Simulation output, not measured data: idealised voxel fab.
Process module, titled voxel quadruple lines
Square cell edge 5 nm, section width 265 nm, ID cut.
A cross-section is a grid of square cells, given in bands from the top down. A band is one or more rows of cells. Read a band's entry like this: the first values are the height of its top and the height of its bottom in nm, and what follows is the sequence of materials from left to right, each with its width in nm. Note that "empty" is empty space, and that a single material marked "all across" reaches across the band from edge to edge. Ref level 0: as-received wafer is one material below here. Bottom band extends down with no lower bound ("0 nm and below"). So if you see something like "30->40" for the width, read it as the top row of the band sitting at the first number and the bottom row at the second, with every row in between moving by the same amount as the last. "everything unchanged" after a step means that no cell of the cross-section changed. Under "Fully sealed cavities" you'll find the enclosed gaps, the ones with no way out to the top, that are 8 cells or bigger; each reads width x height at distance, with distance counted from the left edge, everything in nm. Step line, after settings: the simulator's comment on this step. The setting "overlay nm" may be written on the line of a step. When the step uses a mask, the value reports how far to the right of the planned place the mask lay, and a negative value reports that it lay to the left.

-- Process steps foreseen in the plan
step 1: RECEIVE (material Si)
step 2: CONFORMAL_DEP (material Al2O3; thk nm 5)
step 3: DIRECTIONAL_DEP (material W; thk nm 10)
step 4: DIRECTIONAL_DEP (material polySi; thk nm 15)
step 5: DIRECTIONAL_DEP (material aC; thk nm 20)
step 6: PATTERN (tone cover; mask id MANDREL; material resist; width nm 20; pitch nm 60; thk nm 25; overlay nm 0)
step 7: DIRECTIONAL_ETCH (etch materials aC; depth nm 20)
step 8: STRIP (etch materials resist)
step 9: CONFORMAL_DEP (material SiO2; thk nm 10)
step 10: DIRECTIONAL_ETCH (etch materials SiO2; depth nm 10)
step 11: STRIP (etch materials aC)
step 12: DIRECTIONAL_ETCH (etch materials polySi; depth nm 15)
step 13: STRIP (etch materials SiO2)
step 14: CONFORMAL_DEP (material SiN; thk nm 5)
step 15: DIRECTIONAL_ETCH (etch materials SiN; depth nm 5)
step 16: STRIP (etch materials polySi)
step 17: DIRECTIONAL_ETCH (etch materials W; depth nm 10)
step 18: STRIP (etch materials SiN)
step 19: FILL_DEP (material SiO2; thk nm 10)
step 20: CMP (height nm 15)

-- First of two wafers, with the run carried out as planned

-- Received-state cross-section, reflecting completion of step 1
  0 nm and below = Si all across
  Fully sealed cavities: none

-- Wafer after step 2 (cross-section)
  5 nm to 0 nm = Al2O3 all across
  Whatever lies below 0 is exactly as it was before.

-- Wafer after step 3 (cross-section)
  15 nm to 5 nm = W all across
  Whatever lies below 5 is exactly as it was before.

-- Wafer after step 4 (cross-section)
  30 nm to 15 nm = polySi all across
  Whatever lies below 15 is exactly as it was before.

-- Wafer after step 5 (cross-section)
  50 nm to 30 nm = aC all across
  Whatever lies below 30 is exactly as it was before.

-- Wafer after step 6 (cross-section)
  75 nm to 50 nm = 90 of empty, 20 of resist, 40 of empty, 20 of resist, 95 of empty
  Whatever lies below 50 is exactly as it was before.

-- Wafer after step 7 (cross-section)
  55 nm to 50 nm = 90 of empty, 20 of resist, 40 of empty, 20 of resist, 95 of empty
  50 nm to 30 nm = 90 of empty, 20 of aC, 40 of empty, 20 of aC, 95 of empty
  Whatever lies below 30 is exactly as it was before.

-- Wafer after step 8 (cross-section)
  50 nm to 30 nm = 90 of empty, 20 of aC, 40 of empty, 20 of aC, 95 of empty
  Whatever lies below 30 is exactly as it was before.

-- Wafer after step 9 (cross-section)
  60 nm to 50 nm = 80 of empty, 40 of SiO2, 20 of empty, 40 of SiO2, 85 of empty
  50 nm to 40 nm = 80 of empty, 10 of SiO2, 20 of aC, 10 of SiO2, 20 of empty, 10 of SiO2, 20 of aC, 10 of SiO2, 85 of empty
  40 nm to 30 nm = 90 of SiO2, 20 of aC, 40 of SiO2, 20 of aC, 95 of SiO2
  Whatever lies below 30 is exactly as it was before.

-- Wafer after step 10 (cross-section)
  50 nm to 30 nm = 80 of empty, 10 of SiO2, 20 of aC, 10 of SiO2, 20 of empty, 10 of SiO2, 20 of aC, 10 of SiO2, 85 of empty
  Whatever lies below 30 is exactly as it was before.

-- Wafer after step 11 (cross-section)
  50 nm to 30 nm = 80 of empty, 10 of SiO2, 20 of empty, 10 of SiO2, 20 of empty, 10 of SiO2, 20 of empty, 10 of SiO2, 85 of empty
  Whatever lies below 30 is exactly as it was before.

-- Wafer after step 12 (cross-section)
  50 nm to 30 nm = 80 of empty, 10 of SiO2, 20 of empty, 10 of SiO2, 20 of empty, 10 of SiO2, 20 of empty, 10 of SiO2, 85 of empty
  30 nm to 15 nm = 80 of empty, 10 of polySi, 20 of empty, 10 of polySi, 20 of empty, 10 of polySi, 20 of empty, 10 of polySi, 85 of empty
  Whatever lies below 15 is exactly as it was before.

-- Wafer after step 13 (cross-section)
  30 nm to 15 nm = 80 of empty, 10 of polySi, 20 of empty, 10 of polySi, 20 of empty, 10 of polySi, 20 of empty, 10 of polySi, 85 of empty
  Whatever lies below 15 is exactly as it was before.

-- Wafer after step 14 (cross-section)
  35 nm to 30 nm = 75 of empty, 20 of SiN, 10 of empty, 20 of SiN, 10 of empty, 20 of SiN, 10 of empty, 20 of SiN, 80 of empty
  30 nm to 20 nm = 75 of empty, 5 of SiN, 10 of polySi, 5 of SiN, 10 of empty, 5 of SiN, 10 of polySi, 5 of SiN, 10 of empty, 5 of SiN, 10 of polySi, 5 of SiN, 10 of empty, 5 of SiN, 10 of polySi, 5 of SiN, 80 of empty
  20 nm to 15 nm = 80 of SiN, 10 of polySi, 20 of SiN, 10 of polySi, 20 of SiN, 10 of polySi, 20 of SiN, 10 of polySi, 85 of SiN
  Whatever lies below 15 is exactly as it was before.

-- Wafer after step 15 (cross-section)
  30 nm to 15 nm = 75 of empty, 5 of SiN, 10 of polySi, 5 of SiN, 10 of empty, 5 of SiN, 10 of polySi, 5 of SiN, 10 of empty, 5 of SiN, 10 of polySi, 5 of SiN, 10 of empty, 5 of SiN, 10 of polySi, 5 of SiN, 80 of empty
  Whatever lies below 15 is exactly as it was before.

-- Wafer after step 16 (cross-section)
  30 nm to 15 nm = 75 of empty, 5 of SiN, 10 of empty, 5 of SiN, 10 of empty, 5 of SiN, 10 of empty, 5 of SiN, 10 of empty, 5 of SiN, 10 of empty, 5 of SiN, 10 of empty, 5 of SiN, 10 of empty, 5 of SiN, 80 of empty
  Whatever lies below 15 is exactly as it was before.

-- Wafer after step 17 (cross-section)
  30 nm to 15 nm = 75 of empty, 5 of SiN, 10 of empty, 5 of SiN, 10 of empty, 5 of SiN, 10 of empty, 5 of SiN, 10 of empty, 5 of SiN, 10 of empty, 5 of SiN, 10 of empty, 5 of SiN, 10 of empty, 5 of SiN, 80 of empty
  15 nm to 5 nm = 75 of empty, 5 of W, 10 of empty, 5 of W, 10 of empty, 5 of W, 10 of empty, 5 of W, 10 of empty, 5 of W, 10 of empty, 5 of W, 10 of empty, 5 of W, 10 of empty, 5 of W, 80 of empty
  Whatever lies below 5 is exactly as it was before.

-- Wafer after step 18 (cross-section)
  15 nm to 5 nm = 75 of empty, 5 of W, 10 of empty, 5 of W, 10 of empty, 5 of W, 10 of empty, 5 of W, 10 of empty, 5 of W, 10 of empty, 5 of W, 10 of empty, 5 of W, 10 of empty, 5 of W, 80 of empty
  Whatever lies below 5 is exactly as it was before.

-- Wafer after step 19 (cross-section)
  25 nm to 15 nm = SiO2 all across
  15 nm to 5 nm = 75 of SiO2, 5 of W, 10 of SiO2, 5 of W, 10 of SiO2, 5 of W, 10 of SiO2, 5 of W, 10 of SiO2, 5 of W, 10 of SiO2, 5 of W, 10 of SiO2, 5 of W, 10 of SiO2, 5 of W, 80 of SiO2
  Whatever lies below 5 is exactly as it was before.

-- Wafer after step 20 (cross-section)
  15 nm to 5 nm = 75 of SiO2, 5 of W, 10 of SiO2, 5 of W, 10 of SiO2, 5 of W, 10 of SiO2, 5 of W, 10 of SiO2, 5 of W, 10 of SiO2, 5 of W, 10 of SiO2, 5 of W, 10 of SiO2, 5 of W, 80 of SiO2
  Whatever lies below 5 is exactly as it was before.

-- Wafer two. Identical start, identical plan. One mistake in execution. Identical history through step 1

Cross-section of the second wafer at the time step 2 of the plan should have ended: everything unchanged

-- Cross-section of the second wafer at the time step 3 of the plan should have ended
  10 nm to 0 nm = W all across
  Whatever lies below 0 is exactly as it was before.

-- Cross-section of the second wafer at the time step 4 of the plan should have ended
  25 nm to 10 nm = polySi all across
  Whatever lies below 10 is exactly as it was before.

-- Cross-section of the second wafer at the time step 5 of the plan should have ended
  45 nm to 25 nm = aC all across
  Whatever lies below 25 is exactly as it was before.

-- Cross-section of the second wafer at the time step 6 of the plan should have ended
  70 nm to 45 nm = 90 of empty, 20 of resist, 40 of empty, 20 of resist, 95 of empty
  Whatever lies below 45 is exactly as it was before.

-- Cross-section of the second wafer at the time step 7 of the plan should have ended
  50 nm to 45 nm = 90 of empty, 20 of resist, 40 of empty, 20 of resist, 95 of empty
  45 nm to 25 nm = 90 of empty, 20 of aC, 40 of empty, 20 of aC, 95 of empty
  Whatever lies below 25 is exactly as it was before.

-- Cross-section of the second wafer at the time step 8 of the plan should have ended
  45 nm to 25 nm = 90 of empty, 20 of aC, 40 of empty, 20 of aC, 95 of empty
  Whatever lies below 25 is exactly as it was before.

-- Cross-section of the second wafer at the time step 9 of the plan should have ended
  55 nm to 45 nm = 80 of empty, 40 of SiO2, 20 of empty, 40 of SiO2, 85 of empty
  45 nm to 35 nm = 80 of empty, 10 of SiO2, 20 of aC, 10 of SiO2, 20 of empty, 10 of SiO2, 20 of aC, 10 of SiO2, 85 of empty
  35 nm to 25 nm = 90 of SiO2, 20 of aC, 40 of SiO2, 20 of aC, 95 of SiO2
  Whatever lies below 25 is exactly as it was before.

-- Cross-section of the second wafer at the time step 10 of the plan should have ended
  45 nm to 25 nm = 80 of empty, 10 of SiO2, 20 of aC, 10 of SiO2, 20 of empty, 10 of SiO2, 20 of aC, 10 of SiO2, 85 of empty
  Whatever lies below 25 is exactly as it was before.

-- Cross-section of the second wafer at the time step 11 of the plan should have ended
  45 nm to 25 nm = 80 of empty, 10 of SiO2, 20 of empty, 10 of SiO2, 20 of empty, 10 of SiO2, 20 of empty, 10 of SiO2, 85 of empty
  Whatever lies below 25 is exactly as it was before.

-- Cross-section of the second wafer at the time step 12 of the plan should have ended
  45 nm to 25 nm = 80 of empty, 10 of SiO2, 20 of empty, 10 of SiO2, 20 of empty, 10 of SiO2, 20 of empty, 10 of SiO2, 85 of empty
  25 nm to 10 nm = 80 of empty, 10 of polySi, 20 of empty, 10 of polySi, 20 of empty, 10 of polySi, 20 of empty, 10 of polySi, 85 of empty
  Whatever lies below 10 is exactly as it was before.

-- Cross-section of the second wafer at the time step 13 of the plan should have ended
  25 nm to 10 nm = 80 of empty, 10 of polySi, 20 of empty, 10 of polySi, 20 of empty, 10 of polySi, 20 of empty, 10 of polySi, 85 of empty
  Whatever lies below 10 is exactly as it was before.

-- Cross-section of the second wafer at the time step 14 of the plan should have ended
  30 nm to 25 nm = 75 of empty, 20 of SiN, 10 of empty, 20 of SiN, 10 of empty, 20 of SiN, 10 of empty, 20 of SiN, 80 of empty
  25 nm to 15 nm = 75 of empty, 5 of SiN, 10 of polySi, 5 of SiN, 10 of empty, 5 of SiN, 10 of polySi, 5 of SiN, 10 of empty, 5 of SiN, 10 of polySi, 5 of SiN, 10 of empty, 5 of SiN, 10 of polySi, 5 of SiN, 80 of empty
  15 nm to 10 nm = 80 of SiN, 10 of polySi, 20 of SiN, 10 of polySi, 20 of SiN, 10 of polySi, 20 of SiN, 10 of polySi, 85 of SiN
  Whatever lies below 10 is exactly as it was before.

-- Cross-section of the second wafer at the time step 15 of the plan should have ended
  25 nm to 10 nm = 75 of empty, 5 of SiN, 10 of polySi, 5 of SiN, 10 of empty, 5 of SiN, 10 of polySi, 5 of SiN, 10 of empty, 5 of SiN, 10 of polySi, 5 of SiN, 10 of empty, 5 of SiN, 10 of polySi, 5 of SiN, 80 of empty
  Whatever lies below 10 is exactly as it was before.

-- Cross-section of the second wafer at the time step 16 of the plan should have ended
  25 nm to 10 nm = 75 of empty, 5 of SiN, 10 of empty, 5 of SiN, 10 of empty, 5 of SiN, 10 of empty, 5 of SiN, 10 of empty, 5 of SiN, 10 of empty, 5 of SiN, 10 of empty, 5 of SiN, 10 of empty, 5 of SiN, 80 of empty
  Whatever lies below 10 is exactly as it was before.

-- Cross-section of the second wafer at the time step 17 of the plan should have ended
  25 nm to 10 nm = 75 of empty, 5 of SiN, 10 of empty, 5 of SiN, 10 of empty, 5 of SiN, 10 of empty, 5 of SiN, 10 of empty, 5 of SiN, 10 of empty, 5 of SiN, 10 of empty, 5 of SiN, 10 of empty, 5 of SiN, 80 of empty
  10 nm to 0 nm = 75 of empty, 5 of W, 10 of empty, 5 of W, 10 of empty, 5 of W, 10 of empty, 5 of W, 10 of empty, 5 of W, 10 of empty, 5 of W, 10 of empty, 5 of W, 10 of empty, 5 of W, 80 of empty
  Whatever lies below 0 is exactly as it was before.

-- Cross-section of the second wafer at the time step 18 of the plan should have ended
  10 nm to 0 nm = 75 of empty, 5 of W, 10 of empty, 5 of W, 10 of empty, 5 of W, 10 of empty, 5 of W, 10 of empty, 5 of W, 10 of empty, 5 of W, 10 of empty, 5 of W, 10 of empty, 5 of W, 80 of empty
  Whatever lies below 0 is exactly as it was before.

-- Cross-section of the second wafer at the time step 19 of the plan should have ended
  20 nm to 10 nm = SiO2 all across
  10 nm to 0 nm = 75 of SiO2, 5 of W, 10 of SiO2, 5 of W, 10 of SiO2, 5 of W, 10 of SiO2, 5 of W, 10 of SiO2, 5 of W, 10 of SiO2, 5 of W, 10 of SiO2, 5 of W, 10 of SiO2, 5 of W, 80 of SiO2
  Whatever lies below 0 is exactly as it was before.

-- Cross-section of the second wafer at the time step 20 of the plan should have ended
  15 nm to 10 nm = SiO2 all across
  Whatever lies below 10 is exactly as it was before.
Deviation noted in wafer processing: step 2 was dropped from the plan's execution and never run
At the finish, the second wafer shows more or fewer cells for some materials than the first does: -53 Al2O3, +53 SiO2
